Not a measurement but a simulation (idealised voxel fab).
process module | voxel ribs on slabs
cross-section cut | 230 nm wide | cells 5 nm
A cross-section is a grid of square cells, given in bands from the top down. A band is one or more rows of cells.
Each band's line starts with the height of the band's top and of its bottom, in nm. Then come its materials from left to right, each with its width in nm. One material with "throughout" fills the band from edge to edge. "air" is empty space.
Height 0 is the level under which the wafer as received is all one material. The lowest band goes on downwards, as in "0 down".
A width such as "30 to 40" changes by the same amount from each row of cells to the next, from the band's top row to its bottom row.
"no change" after a step means that no cell of the cross-section changed.
closed voids: empty space of 8 cells or more with no open way to the top, each as width x height at its distance from the left edge, in nm
after a step's settings: what the simulator itself notes on the step
overlay nm, on a step with a mask: how far to the right of its planned place the mask lay; to the left if negative
plan
1 op RECEIVE | material Si
2 op DIRECTIONAL_DEP | material SiO2 | thk nm 25
3 op DIRECTIONAL_DEP | material polySi | thk nm 15
4 op PATTERN | tone cover | mask id RIB | material resist | width nm 25 | thk nm 15 | overlay nm 0
5 op DIRECTIONAL_ETCH | etch materials polySi | depth nm 10
6 op STRIP | etch materials resist
7 op DIRECTIONAL_DEP | material aC | thk nm 15
8 op PATTERN | tone cover | mask id SLAB | material resist | width nm 85 | thk nm 30 | overlay nm 0
9 op DIRECTIONAL_ETCH | etch materials aC | depth nm 15
10 op STRIP | etch materials resist
11 op DIRECTIONAL_ETCH | etch materials polySi | depth nm 5
12 op STRIP | etch materials aC
13 op FILL_DEP | material SiO2 | thk nm 20
14 op CMP | height nm 50
15 op DIRECTIONAL_DEP | material TiN | thk nm 10
16 op PATTERN | tone cover | mask id HEATER | material resist | width nm 35 | thk nm 15 | overlay nm 0
17 op DIRECTIONAL_ETCH | etch materials TiN | depth nm 10
18 op STRIP | etch materials resist
19 op CONFORMAL_DEP | material SiN | thk nm 10
first wafer, as planned
as received, after step 1
  0 down: Si throughout
  closed voids: none
after step 2
  25 to 0: SiO2 throughout
  below 0: unchanged
after step 3
  40 to 25: polySi throughout
  below 25: unchanged
after step 4
  55 to 40: air 100 | resist 25 | air 105
  below 40: unchanged
after step 5
  55 to 40: air 100 | resist 25 | air 105
  40 to 30: air 100 | polySi 25 | air 105
  below 30: unchanged
after step 6
  40 to 30: air 100 | polySi 25 | air 105
  below 30: unchanged
after step 7
  55 to 45: air 100 | aC 25 | air 105
  45 to 40: aC throughout
  40 to 30: aC 100 | polySi 25 | aC 105
  below 30: unchanged
after step 8
  85 to 55: air 70 | resist 85 | air 75
  55 to 45: air 70 | resist 30 | aC 25 | resist 30 | air 75
  below 45: unchanged
after step 9
  70 to 55: air 70 | resist 85 | air 75
  55 to 45: air 70 | resist 30 | aC 25 | resist 30 | air 75
  45 to 40: air 70 | aC 85 | air 75
  40 to 30: air 70 | aC 30 | polySi 25 | aC 30 | air 75
  below 30: unchanged
after step 10
  55 to 45: air 100 | aC 25 | air 105
  below 45: unchanged
after step 11
  55 to 45: air 100 | aC 25 | air 105
  45 to 40: air 70 | aC 85 | air 75
  40 to 30: air 70 | aC 30 | polySi 25 | aC 30 | air 75
  30 to 25: air 70 | polySi 85 | air 75
  below 25: unchanged
after step 12
  40 to 30: air 100 | polySi 25 | air 105
  below 30: unchanged
after step 13
  60 to 40: SiO2 throughout
  40 to 30: SiO2 100 | polySi 25 | SiO2 105
  30 to 25: SiO2 70 | polySi 85 | SiO2 75
  below 25: unchanged
after step 14
  50 to 40: SiO2 throughout
  below 40: unchanged
after step 15
  60 to 50: TiN throughout
  below 50: unchanged
after step 16
  75 to 60: air 95 | resist 35 | air 100
  below 60: unchanged
after step 17
  75 to 60: air 95 | resist 35 | air 100
  60 to 50: air 95 | TiN 35 | air 100
  below 50: unchanged
after step 18
  60 to 50: air 95 | TiN 35 | air 100
  below 50: unchanged
after step 19
  70 to 60: air 85 | SiN 55 | air 90
  60 to 50: SiN 95 | TiN 35 | SiN 100
  below 50: unchanged
second wafer: like start, like plan, one mistake. Through step 4 it matches the first wafer
when step 5 should have ended
  55 to 40: air 100 | resist 25 | air 105
  40 to 35: air 100 | polySi 25 | air 105
  below 35: unchanged
when step 6 should have ended
  40 to 35: air 100 | polySi 25 | air 105
  below 35: unchanged
when step 7 should have ended
  55 to 50: air 100 | aC 25 | air 105
  50 to 40: aC throughout
  40 to 35: aC 100 | polySi 25 | aC 105
  below 35: unchanged
when step 8 should have ended
  85 to 55: air 70 | resist 85 | air 75
  55 to 50: air 70 | resist 30 | aC 25 | resist 30 | air 75
  below 50: unchanged
when step 9 should have ended
  70 to 55: air 70 | resist 85 | air 75
  55 to 50: air 70 | resist 30 | aC 25 | resist 30 | air 75
  50 to 40: air 70 | aC 85 | air 75
  40 to 35: air 70 | aC 30 | polySi 25 | aC 30 | air 75
  below 35: unchanged
when step 10 should have ended
  55 to 50: air 100 | aC 25 | air 105
  below 50: unchanged
when step 11 should have ended
  55 to 50: air 100 | aC 25 | air 105
  50 to 40: air 70 | aC 85 | air 75
  40 to 35: air 70 | aC 30 | polySi 25 | aC 30 | air 75
  35 to 30: air 70 | polySi 85 | air 75
  below 30: unchanged
when step 12 should have ended
  40 to 30: air 100 to 70 | polySi 25 to 85 | air 105 to 75
  below 30: unchanged
when step 13 should have ended
  60 to 40: SiO2 throughout
  40 to 30: SiO2 100 to 70 | polySi 25 to 85 | SiO2 105 to 75
  below 30: unchanged
when step 14 should have ended
  50 to 40: SiO2 throughout
  below 40: unchanged
when step 15 should have ended
  60 to 50: TiN throughout
  below 50: unchanged
when step 16 should have ended
  75 to 60: air 95 | resist 35 | air 100
  below 60: unchanged
when step 17 should have ended
  75 to 60: air 95 | resist 35 | air 100
  60 to 50: air 95 | TiN 35 | air 100
  below 50: unchanged
when step 18 should have ended
  60 to 50: air 95 | TiN 35 | air 100
  below 50: unchanged
when step 19 should have ended
  70 to 60: air 85 | SiN 55 | air 90
  60 to 50: SiN 95 | TiN 35 | SiN 100
  below 50: unchanged
what went wrong: step 5 ran as: op DIRECTIONAL_ETCH | etch materials polySi | depth nm 5
at the end the second wafer has, in cells: 41 fewer of SiO2 | 41 more of polySi
